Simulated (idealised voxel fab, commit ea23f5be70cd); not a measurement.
process module | voxel self aligned vias
cross-section cut | 295 nm wide | cells 5 nm
A cross-section is a grid of square cells, given in bands from the top down. A band is one or more rows of cells.
Each band's line starts with the height of the band's top and of its bottom, in nm. Then come its materials from left to right, each with its width in nm. One material with "throughout" fills the band from edge to edge. "air" is empty space.
Height 0 is the level under which the wafer as received is all one material. The lowest band goes on downwards, as in "0 down".
A width such as "30 to 40" changes by the same amount from each row of cells to the next, from the band's top row to its bottom row.
"no change" after a step means that no cell of the cross-section changed.
closed voids: empty space of 8 cells or more with no open way to the top, each as width x height at its distance from the left edge, in nm
after a step's settings: what the simulator itself notes on the step
overlay nm, on a step with a mask: how far to the right of its planned place the mask lay; to the left if negative
plan
1 op RECEIVE | material Si
2 op CONFORMAL_DEP | material SiO2 | thk nm 10
3 op CONFORMAL_DEP | material SiCN | thk nm 5
4 op DIRECTIONAL_DEP | material SiO2 | thk nm 25
5 op DIRECTIONAL_DEP | material aC | thk nm 15
6 op PATTERN | tone open | mask id LINES | material resist | width nm 20 | pitch nm 55 | thk nm 30 | overlay nm 0
7 op DIRECTIONAL_ETCH | etch materials aC | depth nm 15
8 op STRIP | etch materials resist
9 op DIRECTIONAL_ETCH | etch materials SiO2 | depth nm 25
10 op STRIP | etch materials aC
11 op CONFORMAL_DEP | material TiN | thk nm 5
12 op FILL_DEP | material W | thk nm 10
13 op CMP | height nm 40
14 op SELECTIVE_ETCH | etch materials W Ru TiN | depth nm 5
15 op FILL_DEP | material SiN | thk nm 5
16 op CMP | height nm 40
17 op DIRECTIONAL_DEP | material SiO2 | thk nm 20
18 op MASKED_ETCH | tone open | mask id VIAS | width nm 30 | pitch nm 55 | etch materials SiO2 | depth nm 20 | overlay nm 0
19 op MASKED_ETCH | tone open | mask id VIAS | width nm 30 | pitch nm 55 | etch materials SiN | depth nm 5 | overlay nm 0
20 op CONFORMAL_DEP | material TiN | thk nm 5
21 op FILL_DEP | material Ru | thk nm 10
22 op CMP | height nm 60
23 op CONFORMAL_DEP | material SiN | thk nm 5
first wafer, as planned
as received, after step 1
  0 down: Si throughout
  closed voids: none
after step 2
  10 to 0: SiO2 throughout
  below 0: unchanged
after step 3
  15 to 10: SiCN throughout
  below 10: unchanged
after step 4
  40 to 15: SiO2 throughout
  below 15: unchanged
after step 5
  55 to 40: aC throughout
  below 40: unchanged
after step 6
  85 to 55: resist 80 | air 20 | resist 35 | air 20 | resist 35 | air 20 | resist 85
  below 55: unchanged
after step 7
  70 to 55: resist 80 | air 20 | resist 35 | air 20 | resist 35 | air 20 | resist 85
  55 to 40: aC 80 | air 20 | aC 35 | air 20 | aC 35 | air 20 | aC 85
  below 40: unchanged
after step 8
  55 to 40: aC 80 | air 20 | aC 35 | air 20 | aC 35 | air 20 | aC 85
  below 40: unchanged
after step 9
  55 to 40: aC 80 | air 20 | aC 35 | air 20 | aC 35 | air 20 | aC 85
  40 to 15: SiO2 80 | air 20 | SiO2 35 | air 20 | SiO2 35 | air 20 | SiO2 85
  below 15: unchanged
after step 10
  40 to 15: SiO2 80 | air 20 | SiO2 35 | air 20 | SiO2 35 | air 20 | SiO2 85
  below 15: unchanged
after step 11
  45 to 40: TiN 85 | air 10 | TiN 45 | air 10 | TiN 45 | air 10 | TiN 90
  40 to 20: SiO2 80 | TiN 5 | air 10 | TiN 5 | SiO2 35 | TiN 5 | air 10 | TiN 5 | SiO2 35 | TiN 5 | air 10 | TiN 5 | SiO2 85
  20 to 15: SiO2 80 | TiN 20 | SiO2 35 | TiN 20 | SiO2 35 | TiN 20 | SiO2 85
  below 15: unchanged
after step 12
  55 to 45: W throughout
  45 to 40: TiN 85 | W 10 | TiN 45 | W 10 | TiN 45 | W 10 | TiN 90
  40 to 20: SiO2 80 | TiN 5 | W 10 | TiN 5 | SiO2 35 | TiN 5 | W 10 | TiN 5 | SiO2 35 | TiN 5 | W 10 | TiN 5 | SiO2 85
  below 20: unchanged
after step 13
  40 to 20: SiO2 80 | TiN 5 | W 10 | TiN 5 | SiO2 35 | TiN 5 | W 10 | TiN 5 | SiO2 35 | TiN 5 | W 10 | TiN 5 | SiO2 85
  below 20: unchanged
after step 14
  40 to 35: SiO2 80 | air 20 | SiO2 35 | air 20 | SiO2 35 | air 20 | SiO2 85
  below 35: unchanged
after step 15
  45 to 40: SiN throughout
  40 to 35: SiO2 80 | SiN 20 | SiO2 35 | SiN 20 | SiO2 35 | SiN 20 | SiO2 85
  below 35: unchanged
after step 16
  40 to 35: SiO2 80 | SiN 20 | SiO2 35 | SiN 20 | SiO2 35 | SiN 20 | SiO2 85
  below 35: unchanged
after step 17
  60 to 40: SiO2 throughout
  below 40: unchanged
after step 18
  60 to 40: SiO2 75 | air 30 | SiO2 25 | air 30 | SiO2 25 | air 30 | SiO2 80
  below 40: unchanged
after step 19
  60 to 40: SiO2 75 | air 30 | SiO2 25 | air 30 | SiO2 25 | air 30 | SiO2 80
  40 to 35: SiO2 80 | air 20 | SiO2 35 | air 20 | SiO2 35 | air 20 | SiO2 85
  below 35: unchanged
after step 20
  65 to 60: TiN 80 | air 20 | TiN 35 | air 20 | TiN 35 | air 20 | TiN 85
  60 to 45: SiO2 75 | TiN 5 | air 20 | TiN 5 | SiO2 25 | TiN 5 | air 20 | TiN 5 | SiO2 25 | TiN 5 | air 20 | TiN 5 | SiO2 80
  45 to 40: SiO2 75 | TiN 10 | air 10 | TiN 10 | SiO2 25 | TiN 10 | air 10 | TiN 10 | SiO2 25 | TiN 10 | air 10 | TiN 10 | SiO2 80
  40 to 35: SiO2 80 | TiN 20 | SiO2 35 | TiN 20 | SiO2 35 | TiN 20 | SiO2 85
  below 35: unchanged
after step 21
  75 to 65: Ru throughout
  65 to 60: TiN 80 | Ru 20 | TiN 35 | Ru 20 | TiN 35 | Ru 20 | TiN 85
  60 to 45: SiO2 75 | TiN 5 | Ru 20 | TiN 5 | SiO2 25 | TiN 5 | Ru 20 | TiN 5 | SiO2 25 | TiN 5 | Ru 20 | TiN 5 | SiO2 80
  45 to 40: SiO2 75 | TiN 10 | Ru 10 | TiN 10 | SiO2 25 | TiN 10 | Ru 10 | TiN 10 | SiO2 25 | TiN 10 | Ru 10 | TiN 10 | SiO2 80
  below 40: unchanged
after step 22
  60 to 45: SiO2 75 | TiN 5 | Ru 20 | TiN 5 | SiO2 25 | TiN 5 | Ru 20 | TiN 5 | SiO2 25 | TiN 5 | Ru 20 | TiN 5 | SiO2 80
  below 45: unchanged
after step 23
  65 to 60: SiN throughout
  below 60: unchanged
second wafer: like start, like plan, one mistake. Through step 17 it matches the first wafer
when step 18 should have ended
  60 to 40: air 75 | SiO2 30 | air 25 | SiO2 30 | air 25 | SiO2 30 | air 80
  below 40: unchanged
when step 19 should have ended: no change
when step 20 should have ended
  65 to 60: air 70 | TiN 40 | air 15 | TiN 40 | air 15 | TiN 40 | air 75
  60 to 45: air 70 | TiN 5 | SiO2 30 | TiN 5 | air 15 | TiN 5 | SiO2 30 | TiN 5 | air 15 | TiN 5 | SiO2 30 | TiN 5 | air 75
  45 to 40: TiN 75 | SiO2 30 | TiN 25 | SiO2 30 | TiN 25 | SiO2 30 | TiN 80
  below 40: unchanged
when step 21 should have ended
  75 to 65: Ru throughout
  65 to 60: Ru 70 | TiN 40 | Ru 15 | TiN 40 | Ru 15 | TiN 40 | Ru 75
  60 to 45: Ru 70 | TiN 5 | SiO2 30 | TiN 5 | Ru 15 | TiN 5 | SiO2 30 | TiN 5 | Ru 15 | TiN 5 | SiO2 30 | TiN 5 | Ru 75
  below 45: unchanged
when step 22 should have ended
  60 to 45: Ru 70 | TiN 5 | SiO2 30 | TiN 5 | Ru 15 | TiN 5 | SiO2 30 | TiN 5 | Ru 15 | TiN 5 | SiO2 30 | TiN 5 | Ru 75
  below 45: unchanged
when step 23 should have ended
  65 to 60: SiN throughout
  below 60: unchanged
what went wrong: step 18 ran as: op MASKED_ETCH | tone cover | mask id VIAS | width nm 30 | pitch nm 55 | etch materials SiO2 | depth nm 20 | overlay nm 0
at the end the second wafer has, in cells: 63 more of Ru | 12 more of SiN | 92 fewer of SiO2 | 17 more of TiN
